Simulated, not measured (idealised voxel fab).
The process module presented herein is designated voxel double patterning.
Each square cell in cross-section cut measures 5 nm, and the section as a whole is 175 nm wide.
Format of a cross-section: grid, square cells. Given as bands. Order: top down. Band: one or more rows of cells. Within each band entry, the heights of the top and of the bottom of the band appear first, in that order and in nm; the materials of the band then follow from left to right, each with its corresponding width in nm. The designation "full width" on a single material indicates that it fills the band from edge to edge; the designation "blank" indicates empty space. Height datum 0, below which the as-received substrate wafer is one material. Lowest band open at the bottom, running downward: "0 nm and below". With a width like "30->40", each row of cells in the band differs from the next by the same amount, the top row carrying the first number and the bottom row the second. "no alteration", as given for a step, is the statement that not any cell of the cross-section underwent a change during that step. The list in "Trapped void list" covers empty spaces of 8 cells or more that cannot reach the top through any open way, and it gives each as width x height at distance; the distance is from the left edge, and width, height and distance are in nm. Heads up: the bit after the settings on a step's line is the simulator's remark on that step. "overlay nm" on a masked step: distance the mask lay right of its planned place, negative for left. Pairs, read this way: before one process step on the one hand, after it on the other, the after cross-section ending at the lowest band that changed; the step between, settings included, beneath. Same starting wafer throughout, but possibly different runs of this module, so no pair continues from the pair above unless its entry headed "Prior to processing" says so.
-- Prior to processing
0 nm and below  Si full width
Trapped void list: none
-- Post-Step Section View
10 nm to 0 nm  SiO2 full width
Heights below 0 show no change.
Trapped void list: none
Between the cross-sections above, the step performed was CONFORMAL_DEP (material SiO2; thk nm 10)
Prior to processing: this step begins from the cross-section that the pair just above shows after its step.
-- Post-Step Section View
20 nm to 10 nm  W full width
Heights below 10 show no change.
Trapped void list: none
Between the cross-sections above, the step performed was DIRECTIONAL_DEP (material W; thk nm 10)
Prior to processing: this step begins from the cross-section that the pair just above shows after its step.
-- Post-Step Section View
25 nm to 20 nm  SiCN full width
Heights below 20 show no change.
Trapped void list: none
Between the cross-sections above, the step performed was DIRECTIONAL_DEP (material SiCN; thk nm 5)
Prior to processing: this step begins from the cross-section that the pair just above shows after its step.
-- Post-Step Section View
35 nm to 25 nm  aC full width
Heights below 25 show no change.
Trapped void list: none
Between the cross-sections above, the step performed was DIRECTIONAL_DEP (material aC; thk nm 10)
Prior to processing: this step begins from the cross-section that the pair just above shows after its step.
-- Post-Step Section View
60 nm to 35 nm  30 resist / 15 blank / 35 resist / 15 blank / 35 resist / 15 blank / 30 resist
Heights below 35 show no change.
Trapped void list: none
Between the cross-sections above, the step performed was PATTERN (tone open; mask id FIRST; material resist; width nm 15; pitch nm 50; thk nm 25; overlay nm 0)
Prior to processing: this step begins from the cross-section that the pair just above shows after its step.
-- Post-Step Section View
50 nm to 35 nm  30 resist / 15 blank / 35 resist / 15 blank / 35 resist / 15 blank / 30 resist
35 nm to 25 nm  30 aC / 15 blank / 35 aC / 15 blank / 35 aC / 15 blank / 30 aC
Heights below 25 show no change.
Trapped void list: none
Between the cross-sections above, the step performed was DIRECTIONAL_ETCH (etch materials aC; depth nm 10)
Prior to processing: this step begins from the cross-section that the pair just above shows after its step.
-- Post-Step Section View
35 nm to 25 nm  30 aC / 15 blank / 35 aC / 15 blank / 35 aC / 15 blank / 30 aC
Heights below 25 show no change.
Trapped void list: none
Between the cross-sections above, the step performed was STRIP (etch materials resist)
Prior to processing: this step begins from the cross-section that the pair just above shows after its step.
-- Post-Step Section View
35 nm to 25 nm  30 aC / 15 blank / 35 aC / 15 blank / 35 aC / 15 blank / 30 aC
25 nm to 20 nm  30 SiCN / 15 blank / 35 SiCN / 15 blank / 35 SiCN / 15 blank / 30 SiCN
Heights below 20 show no change.
Trapped void list: none
Between the cross-sections above, the step performed was DIRECTIONAL_ETCH (etch materials SiCN; depth nm 5)
Prior to processing: this step begins from the cross-section that the pair just above shows after its step.
-- Post-Step Section View
25 nm to 20 nm  30 SiCN / 15 blank / 35 SiCN / 15 blank / 35 SiCN / 15 blank / 30 SiCN
Heights below 20 show no change.
Trapped void list: none
Between the cross-sections above, the step performed was STRIP (etch materials aC)
Prior to processing: this step begins from the cross-section that the pair just above shows after its step.
-- Post-Step Section View
40 nm to 25 nm  55 resist / 15 blank / 35 resist / 15 blank / 55 resist
25 nm to 20 nm  30 SiCN / 15 resist / 35 SiCN / 15 resist / 35 SiCN / 15 resist / 30 SiCN
Heights below 20 show no change.
Trapped void list: none
Between the cross-sections above, the step performed was PATTERN (tone open; mask id SECOND; material resist; width nm 15; pitch nm 50; thk nm 15; overlay nm 0)
Prior to processing: this step begins from the cross-section that the pair just above shows after its step.
-- Post-Step Section View
40 nm to 25 nm  55 resist / 15 blank / 35 resist / 15 blank / 55 resist
25 nm to 20 nm  30 SiCN / 15 resist / 10 SiCN / 15 blank / 10 SiCN / 15 resist / 10 SiCN / 15 blank / 10 SiCN / 15 resist / 30 SiCN
Heights below 20 show no change.
Trapped void list: none
Between the cross-sections above, the step performed was DIRECTIONAL_ETCH (etch materials SiCN; depth nm 5)
Prior to processing: this step begins from the cross-section that the pair just above shows after its step.
-- Post-Step Section View
25 nm to 20 nm  30 SiCN / 15 blank / 10 SiCN / 15 blank / 10 SiCN / 15 blank / 10 SiCN / 15 blank / 10 SiCN / 15 blank / 30 SiCN
Heights below 20 show no change.
Trapped void list: none
Between the cross-sections above, the step performed was STRIP (etch materials resist)
Prior to processing: this step begins from the cross-section that the pair just above shows after its step.
-- Post-Step Section View
25 nm to 20 nm  30 SiCN / 15 blank / 10 SiCN / 15 blank / 10 SiCN / 15 blank / 10 SiCN / 15 blank / 10 SiCN / 15 blank / 30 SiCN
20 nm to 10 nm  30 W / 15 blank / 10 W / 15 blank / 10 W / 15 blank / 10 W / 15 blank / 10 W / 15 blank / 30 W
Heights below 10 show no change.
Trapped void list: none
Between the cross-sections above, the step performed was DIRECTIONAL_ETCH (etch materials W; depth nm 10)
Prior to processing: this step begins from the cross-section that the pair just above shows after its step.
-- Post-Step Section View
20 nm to 10 nm  30 W / 15 blank / 10 W / 15 blank / 10 W / 15 blank / 10 W / 15 blank / 10 W / 15 blank / 30 W
Heights below 10 show no change.
Trapped void list: none
Between the cross-sections above, the step performed was STRIP (etch materials SiCN)
-- Prior to processing
0 nm and below  Si full width
Trapped void list: none
-- Post-Step Section View
10 nm to 0 nm  W full width
Heights below 0 show no change.
Trapped void list: none
Between the cross-sections above, the step performed was DIRECTIONAL_DEP (material W; thk nm 10)
Prior to processing: this step begins from the cross-section that the pair just above shows after its step.
-- Post-Step Section View
15 nm to 10 nm  SiCN full width
Heights below 10 show no change.
Trapped void list: none
Between the cross-sections above, the step performed was DIRECTIONAL_DEP (material SiCN; thk nm 5)
Prior to processing: this step begins from the cross-section that the pair just above shows after its step.
-- Post-Step Section View
25 nm to 15 nm  aC full width
Heights below 15 show no change.
Trapped void list: none
Between the cross-sections above, the step performed was DIRECTIONAL_DEP (material aC; thk nm 10)
Prior to processing: this step begins from the cross-section that the pair just above shows after its step.
-- Post-Step Section View
50 nm to 25 nm  30 resist / 15 blank / 35 resist / 15 blank / 35 resist / 15 blank / 30 resist
Heights below 25 show no change.
Trapped void list: none
Between the cross-sections above, the step performed was PATTERN (tone open; mask id FIRST; material resist; width nm 15; pitch nm 50; thk nm 25; overlay nm 0)
Prior to processing: this step begins from the cross-section that the pair just above shows after its step.
-- Post-Step Section View
40 nm to 25 nm  30 resist / 15 blank / 35 resist / 15 blank / 35 resist / 15 blank / 30 resist
25 nm to 15 nm  30 aC / 15 blank / 35 aC / 15 blank / 35 aC / 15 blank / 30 aC
Heights below 15 show no change.
Trapped void list: none
Between the cross-sections above, the step performed was DIRECTIONAL_ETCH (etch materials aC; depth nm 10)
Prior to processing: this step begins from the cross-section that the pair just above shows after its step.
-- Post-Step Section View
25 nm to 15 nm  30 aC / 15 blank / 35 aC / 15 blank / 35 aC / 15 blank / 30 aC
Heights below 15 show no change.
Trapped void list: none
Between the cross-sections above, the step performed was STRIP (etch materials resist)
Prior to processing: this step begins from the cross-section that the pair just above shows after its step.
-- Post-Step Section View
25 nm to 15 nm  30 aC / 15 blank / 35 aC / 15 blank / 35 aC / 15 blank / 30 aC
15 nm to 10 nm  30 SiCN / 15 blank / 35 SiCN / 15 blank / 35 SiCN / 15 blank / 30 SiCN
Heights below 10 show no change.
Trapped void list: none
Between the cross-sections above, the step performed was DIRECTIONAL_ETCH (etch materials SiCN; depth nm 5)
Prior to processing: this step begins from the cross-section that the pair just above shows after its step.
-- Post-Step Section View
15 nm to 10 nm  30 SiCN / 15 blank / 35 SiCN / 15 blank / 35 SiCN / 15 blank / 30 SiCN
Heights below 10 show no change.
Trapped void list: none
Between the cross-sections above, the step performed was STRIP (etch materials aC)
Prior to processing: this step begins from the cross-section that the pair just above shows after its step.
-- Post-Step Section View
30 nm to 15 nm  55 resist / 15 blank / 35 resist / 15 blank / 55 resist
15 nm to 10 nm  30 SiCN / 15 resist / 35 SiCN / 15 resist / 35 SiCN / 15 resist / 30 SiCN
Heights below 10 show no change.
Trapped void list: none
Between the cross-sections above, the step performed was PATTERN (tone open; mask id SECOND; material resist; width nm 15; pitch nm 50; thk nm 15; overlay nm 0)
Prior to processing: this step begins from the cross-section that the pair just above shows after its step.
-- Post-Step Section View
30 nm to 15 nm  55 resist / 15 blank / 35 resist / 15 blank / 55 resist
15 nm to 10 nm  30 SiCN / 15 resist / 10 SiCN / 15 blank / 10 SiCN / 15 resist / 10 SiCN / 15 blank / 10 SiCN / 15 resist / 30 SiCN
Heights below 10 show no change.
Trapped void list: none
Between the cross-sections above, the step performed was DIRECTIONAL_ETCH (etch materials SiCN; depth nm 5)
Prior to processing: this step begins from the cross-section that the pair just above shows after its step.
-- Post-Step Section View
15 nm to 10 nm  30 SiCN / 15 blank / 10 SiCN / 15 blank / 10 SiCN / 15 blank / 10 SiCN / 15 blank / 10 SiCN / 15 blank / 30 SiCN
Heights below 10 show no change.
Trapped void list: none
Between the cross-sections above, the step performed was STRIP (etch materials resist)
Prior to processing: this step begins from the cross-section that the pair just above shows after its step.
-- Post-Step Section View
15 nm to 10 nm  30 SiCN / 15 blank / 10 SiCN / 15 blank / 10 SiCN / 15 blank / 10 SiCN / 15 blank / 10 SiCN / 15 blank / 30 SiCN
10 nm to 0 nm  30 W / 15 blank / 10 W / 15 blank / 10 W / 15 blank / 10 W / 15 blank / 10 W / 15 blank / 30 W
Heights below 0 show no change.
Trapped void list: none
Between the cross-sections above, the step performed was DIRECTIONAL_ETCH (etch materials W; depth nm 10)
Prior to processing: this step begins from the cross-section that the pair just above shows after its step.
-- Post-Step Section View
10 nm to 0 nm  30 W / 15 blank / 10 W / 15 blank / 10 W / 15 blank / 10 W / 15 blank / 10 W / 15 blank / 30 W
Heights below 0 show no change.
Trapped void list: none
Between the cross-sections above, the step performed was STRIP (etch materials SiCN)
-- Prior to processing
10 nm to 0 nm  W full width
0 nm and below  Si full width
Trapped void list: none
-- Post-Step Section View
20 nm to 10 nm  SiO2 full width
Heights below 10 show no change.
Trapped void list: none
Between the cross-sections above, the step performed was CONFORMAL_DEP (material SiO2; thk nm 10)
Prior to processing: this step begins from the cross-section that the pair just above shows after its step.
-- Post-Step Section View
25 nm to 20 nm  SiCN full width
Heights below 20 show no change.
Trapped void list: none
Between the cross-sections above, the step performed was DIRECTIONAL_DEP (material SiCN; thk nm 5)
Prior to processing: this step begins from the cross-section that the pair just above shows after its step.
-- Post-Step Section View
35 nm to 25 nm  aC full width
Heights below 25 show no change.
Trapped void list: none
Between the cross-sections above, the step performed was DIRECTIONAL_DEP (material aC; thk nm 10)
Prior to processing: this step begins from the cross-section that the pair just above shows after its step.
-- Post-Step Section View
60 nm to 35 nm  30 resist / 15 blank / 35 resist / 15 blank / 35 resist / 15 blank / 30 resist
Heights below 35 show no change.
Trapped void list: none
Between the cross-sections above, the step performed was PATTERN (tone open; mask id FIRST; material resist; width nm 15; pitch nm 50; thk nm 25; overlay nm 0)
Prior to processing: this step begins from the cross-section that the pair just above shows after its step.
-- Post-Step Section View
50 nm to 35 nm  30 resist / 15 blank / 35 resist / 15 blank / 35 resist / 15 blank / 30 resist
35 nm to 25 nm  30 aC / 15 blank / 35 aC / 15 blank / 35 aC / 15 blank / 30 aC
Heights below 25 show no change.
Trapped void list: none
Between the cross-sections above, the step performed was DIRECTIONAL_ETCH (etch materials aC; depth nm 10)
Prior to processing: this step begins from the cross-section that the pair just above shows after its step.
-- Post-Step Section View
35 nm to 25 nm  30 aC / 15 blank / 35 aC / 15 blank / 35 aC / 15 blank / 30 aC
Heights below 25 show no change.
Trapped void list: none
Between the cross-sections above, the step performed was STRIP (etch materials resist)
Prior to processing: this step begins from the cross-section that the pair just above shows after its step.
-- Post-Step Section View
35 nm to 25 nm  30 aC / 15 blank / 35 aC / 15 blank / 35 aC / 15 blank / 30 aC
25 nm to 20 nm  30 SiCN / 15 blank / 35 SiCN / 15 blank / 35 SiCN / 15 blank / 30 SiCN
Heights below 20 show no change.
Trapped void list: none
Between the cross-sections above, the step performed was DIRECTIONAL_ETCH (etch materials SiCN; depth nm 5)
Prior to processing: this step begins from the cross-section that the pair just above shows after its step.
-- Post-Step Section View
25 nm to 20 nm  30 SiCN / 15 blank / 35 SiCN / 15 blank / 35 SiCN / 15 blank / 30 SiCN
Heights below 20 show no change.
Trapped void list: none
Between the cross-sections above, the step performed was STRIP (etch materials aC)
Prior to processing: this step begins from the cross-section that the pair just above shows after its step.
-- Post-Step Section View
40 nm to 25 nm  55 resist / 15 blank / 35 resist / 15 blank / 55 resist
25 nm to 20 nm  30 SiCN / 15 resist / 35 SiCN / 15 resist / 35 SiCN / 15 resist / 30 SiCN
Heights below 20 show no change.
Trapped void list: none
Between the cross-sections above, the step performed was PATTERN (tone open; mask id SECOND; material resist; width nm 15; pitch nm 50; thk nm 15; overlay nm 0)
Prior to processing: this step begins from the cross-section that the pair just above shows after its step.
-- Post-Step Section View
40 nm to 25 nm  55 resist / 15 blank / 35 resist / 15 blank / 55 resist
25 nm to 20 nm  30 SiCN / 15 resist / 10 SiCN / 15 blank / 10 SiCN / 15 resist / 10 SiCN / 15 blank / 10 SiCN / 15 resist / 30 SiCN
Heights below 20 show no change.
Trapped void list: none
Between the cross-sections above, the step performed was DIRECTIONAL_ETCH (etch materials SiCN; depth nm 5)
Prior to processing: this step begins from the cross-section that the pair just above shows after its step.
-- Post-Step Section View
25 nm to 20 nm  30 SiCN / 15 blank / 10 SiCN / 15 blank / 10 SiCN / 15 blank / 10 SiCN / 15 blank / 10 SiCN / 15 blank / 30 SiCN
Heights below 20 show no change.
Trapped void list: none
Between the cross-sections above, the step performed was STRIP (etch materials resist)
Prior to processing: this step begins from the cross-section that the pair just above shows after its step.
-- Post-Step Section View
20 nm to 10 nm  SiO2 full width
Heights below 10 show no change.
Trapped void list: none
Between the cross-sections above, the step performed was STRIP (etch materials SiCN)
-- Prior to processing
10 nm to 0 nm  SiO2 full width
0 nm and below  Si full width
Trapped void list: none
-- Post-Step Section View
25 nm to 10 nm  W full width
Heights below 10 show no change.
Trapped void list: none
Between the cross-sections above, the step performed was DIRECTIONAL_DEP (material W; thk nm 15)
Prior to processing: this step begins from the cross-section that the pair just above shows after its step.
-- Post-Step Section View
30 nm to 25 nm  SiCN full width
Heights below 25 show no change.
Trapped void list: none
Between the cross-sections above, the step performed was DIRECTIONAL_DEP (material SiCN; thk nm 5)
Prior to processing: this step begins from the cross-section that the pair just above shows after its step.
-- Post-Step Section View
40 nm to 30 nm  aC full width
Heights below 30 show no change.
Trapped void list: none
Between the cross-sections above, the step performed was DIRECTIONAL_DEP (material aC; thk nm 10)
Prior to processing: this step begins from the cross-section that the pair just above shows after its step.
-- Post-Step Section View
65 nm to 40 nm  30 resist / 15 blank / 35 resist / 15 blank / 35 resist / 15 blank / 30 resist
Heights below 40 show no change.
Trapped void list: none
Between the cross-sections above, the step performed was PATTERN (tone open; mask id FIRST; material resist; width nm 15; pitch nm 50; thk nm 25; overlay nm 0)
Prior to processing: this step begins from the cross-section that the pair just above shows after its step.
-- Post-Step Section View
55 nm to 40 nm  30 resist / 15 blank / 35 resist / 15 blank / 35 resist / 15 blank / 30 resist
40 nm to 30 nm  30 aC / 15 blank / 35 aC / 15 blank / 35 aC / 15 blank / 30 aC
Heights below 30 show no change.
Trapped void list: none
Between the cross-sections above, the step performed was DIRECTIONAL_ETCH (etch materials aC; depth nm 10)
Prior to processing: this step begins from the cross-section that the pair just above shows after its step.
-- Post-Step Section View
40 nm to 30 nm  30 aC / 15 blank / 35 aC / 15 blank / 35 aC / 15 blank / 30 aC
Heights below 30 show no change.
Trapped void list: none
Between the cross-sections above, the step performed was STRIP (etch materials resist)
Prior to processing: this step begins from the cross-section that the pair just above shows after its step.
-- Post-Step Section View
40 nm to 30 nm  30 aC / 15 blank / 35 aC / 15 blank / 35 aC / 15 blank / 30 aC
30 nm to 25 nm  30 SiCN / 15 blank / 35 SiCN / 15 blank / 35 SiCN / 15 blank / 30 SiCN
Heights below 25 show no change.
Trapped void list: none
Between the cross-sections above, the step performed was DIRECTIONAL_ETCH (etch materials SiCN; depth nm 5)
Prior to processing: this step begins from the cross-section that the pair just above shows after its step.
-- Post-Step Section View
30 nm to 25 nm  30 SiCN / 15 blank / 35 SiCN / 15 blank / 35 SiCN / 15 blank / 30 SiCN
Heights below 25 show no change.
Trapped void list: none
Between the cross-sections above, the step performed was STRIP (etch materials aC)
Prior to processing: this step begins from the cross-section that the pair just above shows after its step.
-- Post-Step Section View
45 nm to 30 nm  55 resist / 15 blank / 35 resist / 15 blank / 55 resist
30 nm to 25 nm  30 SiCN / 15 resist / 35 SiCN / 15 resist / 35 SiCN / 15 resist / 30 SiCN
Heights below 25 show no change.
Trapped void list: none
Between the cross-sections above, the step performed was PATTERN (tone open; mask id SECOND; material resist; width nm 15; pitch nm 50; thk nm 15; overlay nm 0)
Prior to processing: this step begins from the cross-section that the pair just above shows after its step.
-- Post-Step Section View
45 nm to 30 nm  55 resist / 15 blank / 35 resist / 15 blank / 55 resist
30 nm to 25 nm  30 SiCN / 15 resist / 10 SiCN / 15 blank / 10 SiCN / 15 resist / 10 SiCN / 15 blank / 10 SiCN / 15 resist / 30 SiCN
Heights below 25 show no change.
Trapped void list: none
Between the cross-sections above, the step performed was DIRECTIONAL_ETCH (etch materials SiCN; depth nm 5)
Prior to processing: this step begins from the cross-section that the pair just above shows after its step.
-- Post-Step Section View
30 nm to 25 nm  30 SiCN / 15 blank / 10 SiCN / 15 blank / 10 SiCN / 15 blank / 10 SiCN / 15 blank / 10 SiCN / 15 blank / 30 SiCN
Heights below 25 show no change.
Trapped void list: none
Between the cross-sections above, the step performed was STRIP (etch materials resist)
Prior to processing: this step begins from the cross-section that the pair just above shows after its step.
-- Post-Step Section View
30 nm to 25 nm  30 SiCN / 15 blank / 10 SiCN / 15 blank / 10 SiCN / 15 blank / 10 SiCN / 15 blank / 10 SiCN / 15 blank / 30 SiCN
25 nm to 15 nm  30 W / 15 blank / 10 W / 15 blank / 10 W / 15 blank / 10 W / 15 blank / 10 W / 15 blank / 30 W
Heights below 15 show no change.
Trapped void list: none
Between the cross-sections above, the step performed was DIRECTIONAL_ETCH (etch materials W; depth nm 10)
Prior to processing: this step begins from the cross-section that the pair just above shows after its step.
-- Post-Step Section View
25 nm to 15 nm  30 W / 15 blank / 10 W / 15 blank / 10 W / 15 blank / 10 W / 15 blank / 10 W / 15 blank / 30 W
Heights below 15 show no change.
Trapped void list: none
Between the cross-sections above, the step performed was STRIP (etch materials SiCN)
-- Prior to processing
25 nm to 20 nm  30 SiCN / 15 blank / 35 SiCN / 15 blank / 35 SiCN / 15 blank / 30 SiCN
20 nm to 10 nm  W full width
10 nm to 0 nm  SiO2 full width
0 nm and below  Si full width
Trapped void list: none
-- Post-Step Section View
40 nm to 25 nm  50 resist / 25 blank / 25 resist / 25 blank / 50 resist
25 nm to 20 nm  30 SiCN / 15 resist / 35 SiCN / 15 resist / 35 SiCN / 15 resist / 30 SiCN
Heights below 20 show no change.
Trapped void list: none
Between the cross-sections above, the step performed was PATTERN (tone open; mask id SECOND; material resist; width nm 25; pitch nm 50; thk nm 15; overlay nm 0)
Prior to processing: this step begins from the cross-section that the pair just above shows after its step.
-- Post-Step Section View
40 nm to 25 nm  50 resist / 25 blank / 25 resist / 25 blank / 50 resist
25 nm to 20 nm  30 SiCN / 15 resist / 5 SiCN / 25 blank / 5 SiCN / 15 resist / 5 SiCN / 25 blank / 5 SiCN / 15 resist / 30 SiCN
Heights below 20 show no change.
Trapped void list: none
Between the cross-sections above, the step performed was DIRECTIONAL_ETCH (etch materials SiCN; depth nm 5)
Prior to processing: this step begins from the cross-section that the pair just above shows after its step.
-- Post-Step Section View
25 nm to 20 nm  30 SiCN / 15 blank / 5 SiCN / 25 blank / 5 SiCN / 15 blank / 5 SiCN / 25 blank / 5 SiCN / 15 blank / 30 SiCN
Heights below 20 show no change.
Trapped void list: none
Between the cross-sections above, the step performed was STRIP (etch materials resist)
Prior to processing: this step begins from the cross-section that the pair just above shows after its step.
-- Post-Step Section View
25 nm to 20 nm  30 SiCN / 15 blank / 5 SiCN / 25 blank / 5 SiCN / 15 blank / 5 SiCN / 25 blank / 5 SiCN / 15 blank / 30 SiCN
20 nm to 10 nm  30 W / 15 blank / 5 W / 25 blank / 5 W / 15 blank / 5 W / 25 blank / 5 W / 15 blank / 30 W
Heights below 10 show no change.
Trapped void list: none
Between the cross-sections above, the step performed was DIRECTIONAL_ETCH (etch materials W; depth nm 10)
Prior to processing: this step begins from the cross-section that the pair just above shows after its step.
-- Post-Step Section View
20 nm to 10 nm  30 W / 15 blank / 5 W / 25 blank / 5 W / 15 blank / 5 W / 25 blank / 5 W / 15 blank / 30 W
Heights below 10 show no change.
Trapped void list: none
Between the cross-sections above, the step performed was STRIP (etch materials SiCN)
-- Prior to processing
25 nm to 20 nm  30 SiCN / 15 blank / 35 SiCN / 15 blank / 35 SiCN / 15 blank / 30 SiCN
20 nm to 10 nm  W full width
10 nm to 0 nm  SiO2 full width
0 nm and below  Si full width
Trapped void list: none
-- Post-Step Section View
40 nm to 25 nm  60 resist / 15 blank / 35 resist / 15 blank / 50 resist
25 nm to 20 nm  30 SiCN / 15 resist / 35 SiCN / 15 resist / 35 SiCN / 15 resist / 30 SiCN
Heights below 20 show no change.
Trapped void list: none
Between the cross-sections above, the step performed was PATTERN (tone open; mask id SECOND; material resist; width nm 15; pitch nm 50; thk nm 15; overlay nm 5)
Prior to processing: this step begins from the cross-section that the pair just above shows after its step.
-- Post-Step Section View
40 nm to 25 nm  60 resist / 15 blank / 35 resist / 15 blank / 50 resist
25 nm to 20 nm  30 SiCN / 15 resist / 15 SiCN / 15 blank / 5 SiCN / 15 resist / 15 SiCN / 15 blank / 5 SiCN / 15 resist / 30 SiCN
Heights below 20 show no change.
Trapped void list: none
Between the cross-sections above, the step performed was DIRECTIONAL_ETCH (etch materials SiCN; depth nm 5)
Prior to processing: this step begins from the cross-section that the pair just above shows after its step.
-- Post-Step Section View
25 nm to 20 nm  30 SiCN / 15 blank / 15 SiCN / 15 blank / 5 SiCN / 15 blank / 15 SiCN / 15 blank / 5 SiCN / 15 blank / 30 SiCN
Heights below 20 show no change.
Trapped void list: none
Between the cross-sections above, the step performed was STRIP (etch materials resist)
Prior to processing: this step begins from the cross-section that the pair just above shows after its step.
-- Post-Step Section View
25 nm to 20 nm  30 SiCN / 15 blank / 15 SiCN / 15 blank / 5 SiCN / 15 blank / 15 SiCN / 15 blank / 5 SiCN / 15 blank / 30 SiCN
20 nm to 10 nm  30 W / 15 blank / 15 W / 15 blank / 5 W / 15 blank / 15 W / 15 blank / 5 W / 15 blank / 30 W
Heights below 10 show no change.
Trapped void list: none
Between the cross-sections above, the step performed was DIRECTIONAL_ETCH (etch materials W; depth nm 10)
Prior to processing: this step begins from the cross-section that the pair just above shows after its step.
-- Post-Step Section View
20 nm to 10 nm  30 W / 15 blank / 15 W / 15 blank / 5 W / 15 blank / 15 W / 15 blank / 5 W / 15 blank / 30 W
Heights below 10 show no change.
Trapped void list: none
Between the cross-sections above, the step performed was STRIP (etch materials SiCN)
-- Prior to processing
0 nm and below  Si full width
Trapped void list: none
-- Post-Step Section View
10 nm to 0 nm  aC full width
Heights below 0 show no change.
Trapped void list: none
Between the cross-sections above, the step performed was CONFORMAL_DEP (material aC; thk nm 10)
Prior to processing: this step begins from the cross-section that the pair just above shows after its step.
-- Post-Step Section View
20 nm to 10 nm  W full width
Heights below 10 show no change.
Trapped void list: none
Between the cross-sections above, the step performed was DIRECTIONAL_DEP (material W; thk nm 10)
Prior to processing: this step begins from the cross-section that the pair just above shows after its step.
-- Post-Step Section View
25 nm to 20 nm  SiCN full width
Heights below 20 show no change.
Trapped void list: none
Between the cross-sections above, the step performed was DIRECTIONAL_DEP (material SiCN; thk nm 5)
Prior to processing: this step begins from the cross-section that the pair just above shows after its step.
-- Post-Step Section View
35 nm to 25 nm  aC full width
Heights below 25 show no change.
Trapped void list: none
Between the cross-sections above, the step performed was DIRECTIONAL_DEP (material aC; thk nm 10)
Prior to processing: this step begins from the cross-section that the pair just above shows after its step.
-- Post-Step Section View
60 nm to 35 nm  30 resist / 15 blank / 35 resist / 15 blank / 35 resist / 15 blank / 30 resist
Heights below 35 show no change.
Trapped void list: none
Between the cross-sections above, the step performed was PATTERN (tone open; mask id FIRST; material resist; width nm 15; pitch nm 50; thk nm 25; overlay nm 0)
Prior to processing: this step begins from the cross-section that the pair just above shows after its step.
-- Post-Step Section View
50 nm to 35 nm  30 resist / 15 blank / 35 resist / 15 blank / 35 resist / 15 blank / 30 resist
35 nm to 25 nm  30 aC / 15 blank / 35 aC / 15 blank / 35 aC / 15 blank / 30 aC
Heights below 25 show no change.
Trapped void list: none
Between the cross-sections above, the step performed was DIRECTIONAL_ETCH (etch materials aC; depth nm 10)
Prior to processing: this step begins from the cross-section that the pair just above shows after its step.
-- Post-Step Section View
35 nm to 25 nm  30 aC / 15 blank / 35 aC / 15 blank / 35 aC / 15 blank / 30 aC
Heights below 25 show no change.
Trapped void list: none
Between the cross-sections above, the step performed was STRIP (etch materials resist)
Prior to processing: this step begins from the cross-section that the pair just above shows after its step.
-- Post-Step Section View
35 nm to 25 nm  30 aC / 15 blank / 35 aC / 15 blank / 35 aC / 15 blank / 30 aC
25 nm to 20 nm  30 SiCN / 15 blank / 35 SiCN / 15 blank / 35 SiCN / 15 blank / 30 SiCN
Heights below 20 show no change.
Trapped void list: none
Between the cross-sections above, the step performed was DIRECTIONAL_ETCH (etch materials SiCN; depth nm 5)
Prior to processing: this step begins from the cross-section that the pair just above shows after its step.
-- Post-Step Section View
25 nm to 20 nm  30 SiCN / 15 blank / 35 SiCN / 15 blank / 35 SiCN / 15 blank / 30 SiCN
Heights below 20 show no change.
Trapped void list: none
Between the cross-sections above, the step performed was STRIP (etch materials aC)
Prior to processing: this step begins from the cross-section that the pair just above shows after its step.
-- Post-Step Section View
40 nm to 25 nm  55 resist / 15 blank / 35 resist / 15 blank / 55 resist
25 nm to 20 nm  30 SiCN / 15 resist / 35 SiCN / 15 resist / 35 SiCN / 15 resist / 30 SiCN
Heights below 20 show no change.
Trapped void list: none
Between the cross-sections above, the step performed was PATTERN (tone open; mask id SECOND; material resist; width nm 15; pitch nm 50; thk nm 15; overlay nm 0)
Prior to processing: this step begins from the cross-section that the pair just above shows after its step.
-- Post-Step Section View
40 nm to 25 nm  55 resist / 15 blank / 35 resist / 15 blank / 55 resist
25 nm to 20 nm  30 SiCN / 15 resist / 10 SiCN / 15 blank / 10 SiCN / 15 resist / 10 SiCN / 15 blank / 10 SiCN / 15 resist / 30 SiCN
Heights below 20 show no change.
Trapped void list: none
Between the cross-sections above, the step performed was DIRECTIONAL_ETCH (etch materials SiCN; depth nm 5)
Prior to processing: this step begins from the cross-section that the pair just above shows after its step.
-- Post-Step Section View
25 nm to 20 nm  30 SiCN / 15 blank / 10 SiCN / 15 blank / 10 SiCN / 15 blank / 10 SiCN / 15 blank / 10 SiCN / 15 blank / 30 SiCN
Heights below 20 show no change.
Trapped void list: none
Between the cross-sections above, the step performed was STRIP (etch materials resist)
Prior to processing: this step begins from the cross-section that the pair just above shows after its step.
-- Post-Step Section View
25 nm to 20 nm  30 SiCN / 15 blank / 10 SiCN / 15 blank / 10 SiCN / 15 blank / 10 SiCN / 15 blank / 10 SiCN / 15 blank / 30 SiCN
20 nm to 10 nm  30 W / 15 blank / 10 W / 15 blank / 10 W / 15 blank / 10 W / 15 blank / 10 W / 15 blank / 30 W
Heights below 10 show no change.
Trapped void list: none
Between the cross-sections above, the step performed was DIRECTIONAL_ETCH (etch materials W; depth nm 10)
Prior to processing: this step begins from the cross-section that the pair just above shows after its step.
-- Post-Step Section View
20 nm to 10 nm  30 W / 15 blank / 10 W / 15 blank / 10 W / 15 blank / 10 W / 15 blank / 10 W / 15 blank / 30 W
Heights below 10 show no change.
Trapped void list: none
Between the cross-sections above, the step performed was STRIP (etch materials SiCN)
-- Prior to processing
25 nm to 20 nm  30 SiCN / 15 blank / 35 SiCN / 15 blank / 35 SiCN / 15 blank / 30 SiCN
20 nm to 10 nm  W full width
10 nm to 0 nm  SiO2 full width
0 nm and below  Si full width
Trapped void list: none
-- Post-Step Section View
40 nm to 25 nm  55 blank / 15 resist / 35 blank / 15 resist / 55 blank
Heights below 25 show no change.
Trapped void list: none
Between the cross-sections above, the step performed was PATTERN (tone cover; mask id SECOND; material resist; width nm 15; pitch nm 50; thk nm 15; overlay nm 0)
Prior to processing: this step begins from the cross-section that the pair just above shows after its step.
-- Post-Step Section View
40 nm to 25 nm  55 blank / 15 resist / 35 blank / 15 resist / 55 blank
25 nm to 20 nm  55 blank / 15 SiCN / 35 blank / 15 SiCN / 55 blank
Heights below 20 show no change.
Trapped void list: none
Between the cross-sections above, the step performed was DIRECTIONAL_ETCH (etch materials SiCN; depth nm 5)
Prior to processing: this step begins from the cross-section that the pair just above shows after its step.
-- Post-Step Section View
25 nm to 20 nm  55 blank / 15 SiCN / 35 blank / 15 SiCN / 55 blank
Heights below 20 show no change.
Trapped void list: none
Between the cross-sections above, the step performed was STRIP (etch materials resist)
